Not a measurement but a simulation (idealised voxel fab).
Process module heading - voxel released beams
The figure presents cross-section cut, which has a width of 300 nm and is divided into square cells with an edge length of 5 nm.
Cross-sections here: square-cell grids, written as top-down lists of bands, a band being one or more rows of cells.
This entry defines a band. It first specifies the height of the band's top and the height of its bottom in nm, and then specifies the band's materials from left to right, stating each material with its width in nm. The word "everywhere" identifies a single material that fills the band from edge to edge, while the word "air" identifies empty space.
The level at which height equals 0 is the one under which the wafer, as it arrives, is entirely one material. No lower edge exists for the bottom band, which continues downward and is notated as in "z 0 and below".
It should be noted that a width expressed as "30->40" varies in equal increments from row to row of cells within the band, taking the value of the first number at the top row and that of the second number at the bottom row.
Step note "nothing changed" = no cross-section cell changed.
What "Closed void register" gives you is every empty space of 8 cells or more that is cut off from the top. Each appears as width x height at distance, with the distance taken from the left edge and width, height and distance all in nm.
after a step's settings: what the simulator itself notes on the step
overlay nm: mask right of planned place by this much (step with mask). Neg. = left.
Set out below are the planned steps of the process
1: RECEIVE | material Si
2: CONFORMAL_DEP | material SiN | thk nm 5
3: DIRECTIONAL_DEP | material SiO2 | thk nm 10
4: DIRECTIONAL_DEP | material aC | thk nm 10
5: PATTERN | tone open | mask id ANCHOR | material resist | width nm 30 | thk nm 25 | overlay nm 0
6: DIRECTIONAL_ETCH | etch materials aC | depth nm 10
7: STRIP | etch materials resist
8: DIRECTIONAL_ETCH | etch materials SiO2 | depth nm 10
9: STRIP | etch materials aC
10: CONFORMAL_DEP | material W | thk nm 15
11: DIRECTIONAL_DEP | material aC | thk nm 15
12: PATTERN | tone cover | mask id BEAM | material resist | width nm 90 | thk nm 30 | overlay nm 0
13: DIRECTIONAL_ETCH | etch materials aC | depth nm 15
14: STRIP | etch materials resist
15: DIRECTIONAL_ETCH | etch materials W | depth nm 15
16: STRIP | etch materials aC
17: STRIP | etch materials SiO2
The plan shows the width nm of step 5 as the first wafer had it; this setting differs between the wafers, which start out alike.
This is how the first of several wafers looked in cross-section when it arrived, which is after step 1
	z 0 and below  Si everywhere
	Closed void register: none
Module finished, last step 17 done: cross-section of the first of several wafers
	z 30 to 15  air 100; W 90; air 110
	z 15 to 5  air 110; W 30; air 160
	z 5 to 0  SiN everywhere
	z 0 and below  Si everywhere
	Closed void register: none
The final wafer, sectioned at module end
	z 30 to 20  air 100; W 15; air 25; W 50; air 110
	z 20 to 15  air 100; W 90; air 110
	z 15 to 5  air 100; W 55; air 145
	z 5 to 0  SiN everywhere
	z 0 and below  Si everywhere
	Closed void register: none
Tabulated below, wafer by wafer, are the end-of-module results: for each material, the number of cells gained (+) or lost (-) relative to the as-received state, followed by the closed voids
width nm 30, +60 SiN, +66 W, Closed void register: none
width nm 35, +60 SiN, +66 W, Closed void register: none
width nm 40, +60 SiN, +66 W, Closed void register: none
width nm 45, +60 SiN, +66 W, Closed void register: none
width nm 50, +60 SiN, +66 W, Closed void register: none
width nm 55, +60 SiN, +66 W, Closed void register: none
